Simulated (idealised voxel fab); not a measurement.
The name of this process module is voxel trench capacitor.
It is cross-section cut that appears here, measuring 210 nm in width, its square cells being 5 nm in size.
Format of a cross-section: grid, square cells. Given as bands. Order: top down. Band: one or more rows of cells. Band entry format. Leading values: height of top, height of bottom, nm. Remainder: materials in left-to-right order, each with its width in nm. Special words: "full width" on a single material, which then fills the band edge to edge; "blank", empty space. Heights are expressed relative to 0, this being the level below which the as-received wafer comprises one material exclusively. The lowest band is unbounded in the downward direction and is denoted as in "0 down". The width entry "30..40" should be interpreted row by row: the top row of cells in the band takes the first number, the bottom row takes the second number, and the change between adjacent rows is uniform throughout. "nothing altered" means the step left every cell of the cross-section as it was. You'll see "Closed cavities" listing empty spaces that have no way open to the top, as long as they're 8 cells or more; the notation is width x height at distance, where the distance is from the left edge, and all of it is in nm. Note: text after step settings on the step line = simulator remark on that step. "overlay nm", when on a step's line for a step with a mask, measures how far to the right of its planned place the mask lay; a negative measure means to the left.

Steps in the process plan:
- 1: RECEIVE: material Si
- 2: CONFORMAL_DEP: material SiN, thk nm 5
- 3: MASKED_ETCH: tone open, mask id TRENCH, width nm 30, pitch nm 60, etch materials SiN, depth nm 5, overlay nm 0
- 4: MASKED_ETCH: tone open, mask id TRENCH, width nm 30, pitch nm 60, etch materials Si, depth nm 30, overlay nm 0
- 5: CONFORMAL_DEP: material Al2O3, thk nm 5
- 6: CONFORMAL_DEP: material TiN, thk nm 5
- 7: FILL_DEP: material W, thk nm 10
- 8: CMP: height nm 5

This is the cross-section of the wafer as we received it, i.e. after step 1:
> 0 down: Si full width
> Closed cavities: none

First of two wafers: cross-section at end of module, run per plan:
> 5 to 0: 30 of SiN | 5 of Al2O3 | 5 of TiN | 10 of W | 5 of TiN | 5 of Al2O3 | 30 of SiN | 5 of Al2O3 | 5 of TiN | 10 of W | 5 of TiN | 5 of Al2O3 | 30 of SiN | 5 of Al2O3 | 5 of TiN | 10 of W | 5 of TiN | 5 of Al2O3 | 30 of SiN
> 0 to -20: 30 of Si | 5 of Al2O3 | 5 of TiN | 10 of W | 5 of TiN | 5 of Al2O3 | 30 of Si | 5 of Al2O3 | 5 of TiN | 10 of W | 5 of TiN | 5 of Al2O3 | 30 of Si | 5 of Al2O3 | 5 of TiN | 10 of W | 5 of TiN | 5 of Al2O3 | 30 of Si
> -20 to -25: 30 of Si | 5 of Al2O3 | 20 of TiN | 5 of Al2O3 | 30 of Si | 5 of Al2O3 | 20 of TiN | 5 of Al2O3 | 30 of Si | 5 of Al2O3 | 20 of TiN | 5 of Al2O3 | 30 of Si
> -25 to -30: 30 of Si | 30 of Al2O3 | 30 of Si | 30 of Al2O3 | 30 of Si | 30 of Al2O3 | 30 of Si
> -30 down: Si full width
> Closed cavities: none

Here's the second of our two wafers sectioned at module end. Same start as the first, same plan, but one mistake got made running it:
> 5 to 0: 30 of SiN | 5 of Al2O3 | 5 of TiN | 10 of W | 5 of TiN | 5 of Al2O3 | 30 of SiN | 5 of Al2O3 | 5 of TiN | 10 of W | 5 of TiN | 5 of Al2O3 | 30 of SiN | 5 of Al2O3 | 5 of TiN | 10 of W | 5 of TiN | 5 of Al2O3 | 30 of SiN
> 0 to -50: 30 of Si | 5 of Al2O3 | 5 of TiN | 10 of W | 5 of TiN | 5 of Al2O3 | 30 of Si | 5 of Al2O3 | 5 of TiN | 10 of W | 5 of TiN | 5 of Al2O3 | 30 of Si | 5 of Al2O3 | 5 of TiN | 10 of W | 5 of TiN | 5 of Al2O3 | 30 of Si
> -50 to -55: 30 of Si | 5 of Al2O3 | 20 of TiN | 5 of Al2O3 | 30 of Si | 5 of Al2O3 | 20 of TiN | 5 of Al2O3 | 30 of Si | 5 of Al2O3 | 20 of TiN | 5 of Al2O3 | 30 of Si
> -55 to -60: 30 of Si | 30 of Al2O3 | 30 of Si | 30 of Al2O3 | 30 of Si | 30 of Al2O3 | 30 of Si
> -60 down: Si full width
> Closed cavities: none
The plan and the run diverged here: twice over, step 4 of the plan was run
At the finish, the second wafer shows more or fewer cells for some materials than the first does: Al2O3: 36 more | Si: 108 fewer | TiN: 36 more | W: 36 more
